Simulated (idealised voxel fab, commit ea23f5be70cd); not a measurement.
process module | voxel double patterning
cross-section cut | 220 nm wide | cells 5 nm
A cross-section is a grid of square cells, given in bands from the top down. A band is one or more rows of cells.
Each band's line starts with the height of the band's top and of its bottom, in nm. Then come its materials from left to right, each with its width in nm. One material with "throughout" fills the band from edge to edge. "air" is empty space.
Height 0 is the level under which the wafer as received is all one material. The lowest band goes on downwards, as in "0 down".
A width such as "30 to 40" changes by the same amount from each row of cells to the next, from the band's top row to its bottom row.
"no change" after a step means that no cell of the cross-section changed.
closed voids: empty space of 8 cells or more with no open way to the top, each as width x height at its distance from the left edge, in nm
after a step's settings: what the simulator itself notes on the step
overlay nm, on a step with a mask: how far to the right of its planned place the mask lay; to the left if negative
plan
1 op RECEIVE | material Si
2 op CONFORMAL_DEP | material SiO2 | thk nm 10
3 op DIRECTIONAL_DEP | material TiN | thk nm 20
4 op DIRECTIONAL_DEP | material SiCN | thk nm 5
5 op MASKED_ETCH | tone open | mask id FIRST | width nm 15 | pitch nm 50 | etch materials SiCN | depth nm 5 | overlay nm 0
6 op DIRECTIONAL_DEP | material aC | thk nm 15
7 op PATTERN | tone open | mask id SECOND | material resist | width nm 15 | pitch nm 50 | thk nm 35 | overlay nm 0
8 op DIRECTIONAL_ETCH | etch materials aC | depth nm 15
9 op STRIP | etch materials resist
10 op DIRECTIONAL_ETCH | etch materials SiCN | depth nm 5
11 op STRIP | etch materials aC
12 op DIRECTIONAL_ETCH | etch materials TiN | depth nm 20
13 op STRIP | etch materials SiCN
as received, after step 1
  0 down: Si throughout
  closed voids: none
a wafer at the end: this start, this plan, one mistake
  20 to 0: TiN 50 | air 15 | TiN 10 | air 15 | TiN 10 | air 15 | TiN 10 | air 15 | TiN 10 | air 15 | TiN 55
  0 down: Si throughout
  closed voids: none
what went wrong: step 2 was left out
